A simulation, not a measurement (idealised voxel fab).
process module | voxel spacer lines
cross-section cut | 210 nm wide | cells 5 nm
A cross-section is a grid of square cells, given in bands from the top down. A band is one or more rows of cells.
Each band's line starts with the height of the band's top and of its bottom, in nm. Then come its materials from left to right, each with its width in nm. One material with "throughout" fills the band from edge to edge. "air" is empty space.
Height 0 is the level under which the wafer as received is all one material. The lowest band goes on downwards, as in "0 down".
A width such as "30 to 40" changes by the same amount from each row of cells to the next, from the band's top row to its bottom row.
"no change" after a step means that no cell of the cross-section changed.
closed voids: empty space of 8 cells or more with no open way to the top, each as width x height at its distance from the left edge, in nm
after a step's settings: what the simulator itself notes on the step
overlay nm, on a step with a mask: how far to the right of its planned place the mask lay; to the left if negative
Each pair below shows a cross-section before one step and the cross-section after it, down to the lowest band that changed. The line under each pair gives the step between them, with its settings. The pairs can come from different runs of this module on the same starting wafer, so a pair continues from the pair above only where its "before" says so.
before
  0 down: Si throughout
  closed voids: none
after
  10 to 0: Al2O3 throughout
  below 0: unchanged
  closed voids: none
the step between: op CONFORMAL_DEP | material Al2O3 | thk nm 10
before: the cross-section after the pair above
after
  20 to 10: W throughout
  below 10: unchanged
  closed voids: none
the step between: op DIRECTIONAL_DEP | material W | thk nm 10
before: the cross-section after the pair above
after
  40 to 20: aC throughout
  below 20: unchanged
  closed voids: none
the step between: op DIRECTIONAL_DEP | material aC | thk nm 20
before: the cross-section after the pair above
after
  65 to 40: air 70 | resist 15 | air 35 | resist 15 | air 75
  below 40: unchanged
  closed voids: none
the step between: op PATTERN | tone cover | mask id MANDREL | material resist | width nm 15 | pitch nm 50 | thk nm 25 | overlay nm 0
before: the cross-section after the pair above
after
  45 to 40: air 70 | resist 15 | air 35 | resist 15 | air 75
  40 to 20: air 70 | aC 15 | air 35 | aC 15 | air 75
  below 20: unchanged
  closed voids: none
the step between: op DIRECTIONAL_ETCH | etch materials aC | depth nm 20
before: the cross-section after the pair above
after
  40 to 20: air 70 | aC 15 | air 35 | aC 15 | air 75
  below 20: unchanged
  closed voids: none
the step between: op STRIP | etch materials resist
before: the cross-section after the pair above
after
  50 to 40: air 60 | SiO2 35 | air 15 | SiO2 35 | air 65
  40 to 30: air 60 | SiO2 10 | aC 15 | SiO2 10 | air 15 | SiO2 10 | aC 15 | SiO2 10 | air 65
  30 to 20: SiO2 70 | aC 15 | SiO2 35 | aC 15 | SiO2 75
  below 20: unchanged
  closed voids: none
the step between: op CONFORMAL_DEP | material SiO2 | thk nm 10
before: the cross-section after the pair above
after
  40 to 20: air 60 | SiO2 10 | aC 15 | SiO2 10 | air 15 | SiO2 10 | aC 15 | SiO2 10 | air 65
  below 20: unchanged
  closed voids: none
the step between: op DIRECTIONAL_ETCH | etch materials SiO2 | depth nm 10
before: the cross-section after the pair above
after
  40 to 20: air 60 | SiO2 10 | air 15 | SiO2 10 | air 15 | SiO2 10 | air 15 | SiO2 10 | air 65
  below 20: unchanged
  closed voids: none
the step between: op STRIP | etch materials aC
before: the cross-section after the pair above
after
  40 to 20: air 60 | SiO2 10 | air 15 | SiO2 10 | air 15 | SiO2 10 | air 15 | SiO2 10 | air 65
  20 to 10: air 60 | W 10 | air 15 | W 10 | air 15 | W 10 | air 15 | W 10 | air 65
  below 10: unchanged
  closed voids: none
the step between: op DIRECTIONAL_ETCH | etch materials W | depth nm 10
before: the cross-section after the pair above
after
  20 to 10: air 60 | W 10 | air 15 | W 10 | air 15 | W 10 | air 15 | W 10 | air 65
  below 10: unchanged
  closed voids: none
the step between: op STRIP | etch materials SiO2
before
  0 down: Si throughout
  closed voids: none
after
  10 to 0: W throughout
  below 0: unchanged
  closed voids: none
the step between: op DIRECTIONAL_DEP | material W | thk nm 10
before: the cross-section after the pair above
after
  30 to 10: aC throughout
  below 10: unchanged
  closed voids: none
the step between: op DIRECTIONAL_DEP | material aC | thk nm 20
before: the cross-section after the pair above
after
  55 to 30: air 70 | resist 15 | air 35 | resist 15 | air 75
  below 30: unchanged
  closed voids: none
the step between: op PATTERN | tone cover | mask id MANDREL | material resist | width nm 15 | pitch nm 50 | thk nm 25 | overlay nm 0
before: the cross-section after the pair above
after
  35 to 30: air 70 | resist 15 | air 35 | resist 15 | air 75
  30 to 10: air 70 | aC 15 | air 35 | aC 15 | air 75
  below 10: unchanged
  closed voids: none
the step between: op DIRECTIONAL_ETCH | etch materials aC | depth nm 20
before: the cross-section after the pair above
after
  30 to 10: air 70 | aC 15 | air 35 | aC 15 | air 75
  below 10: unchanged
  closed voids: none
the step between: op STRIP | etch materials resist
before: the cross-section after the pair above
after
  40 to 30: air 60 | SiO2 35 | air 15 | SiO2 35 | air 65
  30 to 20: air 60 | SiO2 10 | aC 15 | SiO2 10 | air 15 | SiO2 10 | aC 15 | SiO2 10 | air 65
  20 to 10: SiO2 70 | aC 15 | SiO2 35 | aC 15 | SiO2 75
  below 10: unchanged
  closed voids: none
the step between: op CONFORMAL_DEP | material SiO2 | thk nm 10
before: the cross-section after the pair above
after
  30 to 10: air 60 | SiO2 10 | aC 15 | SiO2 10 | air 15 | SiO2 10 | aC 15 | SiO2 10 | air 65
  below 10: unchanged
  closed voids: none
the step between: op DIRECTIONAL_ETCH | etch materials SiO2 | depth nm 10
before: the cross-section after the pair above
after
  30 to 10: air 60 | SiO2 10 | air 15 | SiO2 10 | air 15 | SiO2 10 | air 15 | SiO2 10 | air 65
  below 10: unchanged
  closed voids: none
the step between: op STRIP | etch materials aC
before: the cross-section after the pair above
after
  30 to 10: air 60 | SiO2 10 | air 15 | SiO2 10 | air 15 | SiO2 10 | air 15 | SiO2 10 | air 65
  10 to 0: air 60 | W 10 | air 15 | W 10 | air 15 | W 10 | air 15 | W 10 | air 65
  below 0: unchanged
  closed voids: none
the step between: op DIRECTIONAL_ETCH | etch materials W | depth nm 10
before: the cross-section after the pair above
after
  10 to 0: air 60 | W 10 | air 15 | W 10 | air 15 | W 10 | air 15 | W 10 | air 65
  below 0: unchanged
  closed voids: none
the step between: op STRIP | etch materials SiO2
before
  10 to 0: W throughout
  0 down: Si throughout
  closed voids: none
after
  20 to 10: Al2O3 throughout
  below 10: unchanged
  closed voids: none
the step between: op CONFORMAL_DEP | material Al2O3 | thk nm 10
before: the cross-section after the pair above
after
  40 to 20: aC throughout
  below 20: unchanged
  closed voids: none
the step between: op DIRECTIONAL_DEP | material aC | thk nm 20
before: the cross-section after the pair above
after
  65 to 40: air 70 | resist 15 | air 35 | resist 15 | air 75
  below 40: unchanged
  closed voids: none
the step between: op PATTERN | tone cover | mask id MANDREL | material resist | width nm 15 | pitch nm 50 | thk nm 25 | overlay nm 0
before: the cross-section after the pair above
after
  45 to 40: air 70 | resist 15 | air 35 | resist 15 | air 75
  40 to 20: air 70 | aC 15 | air 35 | aC 15 | air 75
  below 20: unchanged
  closed voids: none
the step between: op DIRECTIONAL_ETCH | etch materials aC | depth nm 20
before: the cross-section after the pair above
after
  40 to 20: air 70 | aC 15 | air 35 | aC 15 | air 75
  below 20: unchanged
  closed voids: none
the step between: op STRIP | etch materials resist
before: the cross-section after the pair above
after
  50 to 40: air 60 | SiO2 35 | air 15 | SiO2 35 | air 65
  40 to 30: air 60 | SiO2 10 | aC 15 | SiO2 10 | air 15 | SiO2 10 | aC 15 | SiO2 10 | air 65
  30 to 20: SiO2 70 | aC 15 | SiO2 35 | aC 15 | SiO2 75
  below 20: unchanged
  closed voids: none
the step between: op CONFORMAL_DEP | material SiO2 | thk nm 10
before: the cross-section after the pair above
after
  40 to 20: air 60 | SiO2 10 | aC 15 | SiO2 10 | air 15 | SiO2 10 | aC 15 | SiO2 10 | air 65
  below 20: unchanged
  closed voids: none
the step between: op DIRECTIONAL_ETCH | etch materials SiO2 | depth nm 10
before: the cross-section after the pair above
after
  40 to 20: air 60 | SiO2 10 | air 15 | SiO2 10 | air 15 | SiO2 10 | air 15 | SiO2 10 | air 65
  below 20: unchanged
  closed voids: none
the step between: op STRIP | etch materials aC
before: the cross-section after the pair above
after
  20 to 10: Al2O3 throughout
  below 10: unchanged
  closed voids: none
the step between: op STRIP | etch materials SiO2
before
  10 to 0: Al2O3 throughout
  0 down: Si throughout
  closed voids: none
after
  15 to 10: W throughout
  below 10: unchanged
  closed voids: none
the step between: op DIRECTIONAL_DEP | material W | thk nm 5
before: the cross-section after the pair above
after
  35 to 15: aC throughout
  below 15: unchanged
  closed voids: none
the step between: op DIRECTIONAL_DEP | material aC | thk nm 20
before: the cross-section after the pair above
after
  60 to 35: air 70 | resist 15 | air 35 | resist 15 | air 75
  below 35: unchanged
  closed voids: none
the step between: op PATTERN | tone cover | mask id MANDREL | material resist | width nm 15 | pitch nm 50 | thk nm 25 | overlay nm 0
before: the cross-section after the pair above
after
  40 to 35: air 70 | resist 15 | air 35 | resist 15 | air 75
  35 to 15: air 70 | aC 15 | air 35 | aC 15 | air 75
  below 15: unchanged
  closed voids: none
the step between: op DIRECTIONAL_ETCH | etch materials aC | depth nm 20
before: the cross-section after the pair above
after
  35 to 15: air 70 | aC 15 | air 35 | aC 15 | air 75
  below 15: unchanged
  closed voids: none
the step between: op STRIP | etch materials resist
before: the cross-section after the pair above
after
  45 to 35: air 60 | SiO2 35 | air 15 | SiO2 35 | air 65
  35 to 25: air 60 | SiO2 10 | aC 15 | SiO2 10 | air 15 | SiO2 10 | aC 15 | SiO2 10 | air 65
  25 to 15: SiO2 70 | aC 15 | SiO2 35 | aC 15 | SiO2 75
  below 15: unchanged
  closed voids: none
the step between: op CONFORMAL_DEP | material SiO2 | thk nm 10
before: the cross-section after the pair above
after
  35 to 15: air 60 | SiO2 10 | aC 15 | SiO2 10 | air 15 | SiO2 10 | aC 15 | SiO2 10 | air 65
  below 15: unchanged
  closed voids: none
the step between: op DIRECTIONAL_ETCH | etch materials SiO2 | depth nm 10
before: the cross-section after the pair above
after
  35 to 15: air 60 | SiO2 10 | air 15 | SiO2 10 | air 15 | SiO2 10 | air 15 | SiO2 10 | air 65
  below 15: unchanged
  closed voids: none
the step between: op STRIP | etch materials aC
before: the cross-section after the pair above
after
  35 to 15: air 60 | SiO2 10 | air 15 | SiO2 10 | air 15 | SiO2 10 | air 15 | SiO2 10 | air 65
  15 to 10: air 60 | W 10 | air 15 | W 10 | air 15 | W 10 | air 15 | W 10 | air 65
  below 10: unchanged
  closed voids: none
the step between: op DIRECTIONAL_ETCH | etch materials W | depth nm 10
before: the cross-section after the pair above
after
  15 to 10: air 60 | W 10 | air 15 | W 10 | air 15 | W 10 | air 15 | W 10 | air 65
  below 10: unchanged
  closed voids: none
the step between: op STRIP | etch materials SiO2
before
  40 to 20: aC throughout
  20 to 10: W throughout
  10 to 0: Al2O3 throughout
  0 down: Si throughout
  closed voids: none
after
  65 to 40: air 65 | resist 25 | air 25 | resist 25 | air 70
  below 40: unchanged
  closed voids: none
the step between: op PATTERN | tone cover | mask id MANDREL | material resist | width nm 25 | pitch nm 50 | thk nm 25 | overlay nm 0
before: the cross-section after the pair above
after
  45 to 40: air 65 | resist 25 | air 25 | resist 25 | air 70
  40 to 20: air 65 | aC 25 | air 25 | aC 25 | air 70
  below 20: unchanged
  closed voids: none
the step between: op DIRECTIONAL_ETCH | etch materials aC | depth nm 20
before: the cross-section after the pair above
after
  40 to 20: air 65 | aC 25 | air 25 | aC 25 | air 70
  below 20: unchanged
  closed voids: none
the step between: op STRIP | etch materials resist
before: the cross-section after the pair above
after
  50 to 40: air 55 | SiO2 45 | air 5 | SiO2 45 | air 60
  40 to 30: air 55 | SiO2 10 | aC 25 | SiO2 10 | air 5 | SiO2 10 | aC 25 | SiO2 10 | air 60
  30 to 20: SiO2 65 | aC 25 | SiO2 25 | aC 25 | SiO2 70
  below 20: unchanged
  closed voids: none
the step between: op CONFORMAL_DEP | material SiO2 | thk nm 10
before: the cross-section after the pair above
after
  40 to 20: air 55 | SiO2 10 | aC 25 | SiO2 10 | air 5 | SiO2 10 | aC 25 | SiO2 10 | air 60
  below 20: unchanged
  closed voids: none
the step between: op DIRECTIONAL_ETCH | etch materials SiO2 | depth nm 10
before: the cross-section after the pair above
after
  40 to 20: air 55 | SiO2 10 | air 25 | SiO2 10 | air 5 | SiO2 10 | air 25 | SiO2 10 | air 60
  below 20: unchanged
  closed voids: none
the step between: op STRIP | etch materials aC
before: the cross-section after the pair above
after
  40 to 20: air 55 | SiO2 10 | air 25 | SiO2 10 | air 5 | SiO2 10 | air 25 | SiO2 10 | air 60
  20 to 10: air 55 | W 10 | air 25 | W 10 | air 5 | W 10 | air 25 | W 10 | air 60
  below 10: unchanged
  closed voids: none
the step between: op DIRECTIONAL_ETCH | etch materials W | depth nm 10
before: the cross-section after the pair above
after
  20 to 10: air 55 | W 10 | air 25 | W 10 | air 5 | W 10 | air 25 | W 10 | air 60
  below 10: unchanged
  closed voids: none
the step between: op STRIP | etch materials SiO2
before
  40 to 20: aC throughout
  20 to 10: W throughout
  10 to 0: Al2O3 throughout
  0 down: Si throughout
  closed voids: none
after
  65 to 40: air 80 | resist 15 | air 35 | resist 15 | air 65
  below 40: unchanged
  closed voids: none
the step between: op PATTERN | tone cover | mask id MANDREL | material resist | width nm 15 | pitch nm 50 | thk nm 25 | overlay nm 10
before: the cross-section after the pair above
after
  45 to 40: air 80 | resist 15 | air 35 | resist 15 | air 65
  40 to 20: air 80 | aC 15 | air 35 | aC 15 | air 65
  below 20: unchanged
  closed voids: none
the step between: op DIRECTIONAL_ETCH | etch materials aC | depth nm 20
before: the cross-section after the pair above
after
  40 to 20: air 80 | aC 15 | air 35 | aC 15 | air 65
  below 20: unchanged
  closed voids: none
the step between: op STRIP | etch materials resist
before: the cross-section after the pair above
after
  50 to 40: air 70 | SiO2 35 | air 15 | SiO2 35 | air 55
  40 to 30: air 70 | SiO2 10 | aC 15 | SiO2 10 | air 15 | SiO2 10 | aC 15 | SiO2 10 | air 55
  30 to 20: SiO2 80 | aC 15 | SiO2 35 | aC 15 | SiO2 65
  below 20: unchanged
  closed voids: none
the step between: op CONFORMAL_DEP | material SiO2 | thk nm 10
before: the cross-section after the pair above
after
  40 to 20: air 70 | SiO2 10 | aC 15 | SiO2 10 | air 15 | SiO2 10 | aC 15 | SiO2 10 | air 55
  below 20: unchanged
  closed voids: none
the step between: op DIRECTIONAL_ETCH | etch materials SiO2 | depth nm 10
before: the cross-section after the pair above
after
  40 to 20: air 70 | SiO2 10 | air 15 | SiO2 10 | air 15 | SiO2 10 | air 15 | SiO2 10 | air 55
  below 20: unchanged
  closed voids: none
the step between: op STRIP | etch materials aC
before: the cross-section after the pair above
after
  40 to 20: air 70 | SiO2 10 | air 15 | SiO2 10 | air 15 | SiO2 10 | air 15 | SiO2 10 | air 55
  20 to 10: air 70 | W 10 | air 15 | W 10 | air 15 | W 10 | air 15 | W 10 | air 55
  below 10: unchanged
  closed voids: none
the step between: op DIRECTIONAL_ETCH | etch materials W | depth nm 10
before: the cross-section after the pair above
after
  20 to 10: air 70 | W 10 | air 15 | W 10 | air 15 | W 10 | air 15 | W 10 | air 55
  below 10: unchanged
  closed voids: none
the step between: op STRIP | etch materials SiO2
before
  10 to 0: Al2O3 throughout
  0 down: Si throughout
  closed voids: none
after
  20 to 0: Al2O3 throughout
  below 0: unchanged
  closed voids: none
the step between: op DIRECTIONAL_DEP | material Al2O3 | thk nm 10
before: the cross-section after the pair above
after
  40 to 20: aC throughout
  below 20: unchanged
  closed voids: none
the step between: op DIRECTIONAL_DEP | material aC | thk nm 20
before: the cross-section after the pair above
after
  65 to 40: air 70 | resist 15 | air 35 | resist 15 | air 75
  below 40: unchanged
  closed voids: none
the step between: op PATTERN | tone cover | mask id MANDREL | material resist | width nm 15 | pitch nm 50 | thk nm 25 | overlay nm 0
before: the cross-section after the pair above
after
  45 to 40: air 70 | resist 15 | air 35 | resist 15 | air 75
  40 to 20: air 70 | aC 15 | air 35 | aC 15 | air 75
  below 20: unchanged
  closed voids: none
the step between: op DIRECTIONAL_ETCH | etch materials aC | depth nm 20
before: the cross-section after the pair above
after
  40 to 20: air 70 | aC 15 | air 35 | aC 15 | air 75
  below 20: unchanged
  closed voids: none
the step between: op STRIP | etch materials resist
before: the cross-section after the pair above
after
  50 to 40: air 60 | SiO2 35 | air 15 | SiO2 35 | air 65
  40 to 30: air 60 | SiO2 10 | aC 15 | SiO2 10 | air 15 | SiO2 10 | aC 15 | SiO2 10 | air 65
  30 to 20: SiO2 70 | aC 15 | SiO2 35 | aC 15 | SiO2 75
  below 20: unchanged
  closed voids: none
the step between: op CONFORMAL_DEP | material SiO2 | thk nm 10
before: the cross-section after the pair above
after
  40 to 20: air 60 | SiO2 10 | aC 15 | SiO2 10 | air 15 | SiO2 10 | aC 15 | SiO2 10 | air 65
  below 20: unchanged
  closed voids: none
the step between: op DIRECTIONAL_ETCH | etch materials SiO2 | depth nm 10
before: the cross-section after the pair above
after
  40 to 20: air 60 | SiO2 10 | air 15 | SiO2 10 | air 15 | SiO2 10 | air 15 | SiO2 10 | air 65
  below 20: unchanged
  closed voids: none
the step between: op STRIP | etch materials aC
before: the cross-section after the pair above
after
  20 to 0: Al2O3 throughout
  below 0: unchanged
  closed voids: none
the step between: op STRIP | etch materials SiO2
before
  40 to 20: aC throughout
  20 to 10: W throughout
  10 to 0: Al2O3 throughout
  0 down: Si throughout
  closed voids: none
after
  65 to 40: resist 70 | air 15 | resist 35 | air 15 | resist 75
  below 40: unchanged
  closed voids: none
the step between: op PATTERN | tone open | mask id MANDREL | material resist | width nm 15 | pitch nm 50 | thk nm 25 | overlay nm 0
before: the cross-section after the pair above
after
  45 to 40: resist 70 | air 15 | resist 35 | air 15 | resist 75
  40 to 20: aC 70 | air 15 | aC 35 | air 15 | aC 75
  below 20: unchanged
  closed voids: none
the step between: op DIRECTIONAL_ETCH | etch materials aC | depth nm 20
before: the cross-section after the pair above
after
  40 to 20: aC 70 | air 15 | aC 35 | air 15 | aC 75
  below 20: unchanged
  closed voids: none
the step between: op STRIP | etch materials resist
before: the cross-section after the pair above
after
  50 to 40: SiO2 throughout
  40 to 20: aC 70 | SiO2 15 | aC 35 | SiO2 15 | aC 75
  below 20: unchanged
  closed voids: none
the step between: op CONFORMAL_DEP | material SiO2 | thk nm 10
before: the cross-section after the pair above
after
  40 to 20: aC 70 | SiO2 15 | aC 35 | SiO2 15 | aC 75
  below 20: unchanged
  closed voids: none
the step between: op DIRECTIONAL_ETCH | etch materials SiO2 | depth nm 10
before: the cross-section after the pair above
after
  40 to 20: air 70 | SiO2 15 | air 35 | SiO2 15 | air 75
  below 20: unchanged
  closed voids: none
the step between: op STRIP | etch materials aC
before: the cross-section after the pair above
after
  40 to 20: air 70 | SiO2 15 | air 35 | SiO2 15 | air 75
  20 to 10: air 70 | W 15 | air 35 | W 15 | air 75
  below 10: unchanged
  closed voids: none
the step between: op DIRECTIONAL_ETCH | etch materials W | depth nm 10
before: the cross-section after the pair above
after
  20 to 10: air 70 | W 15 | air 35 | W 15 | air 75
  below 10: unchanged
  closed voids: none
the step between: op STRIP | etch materials SiO2
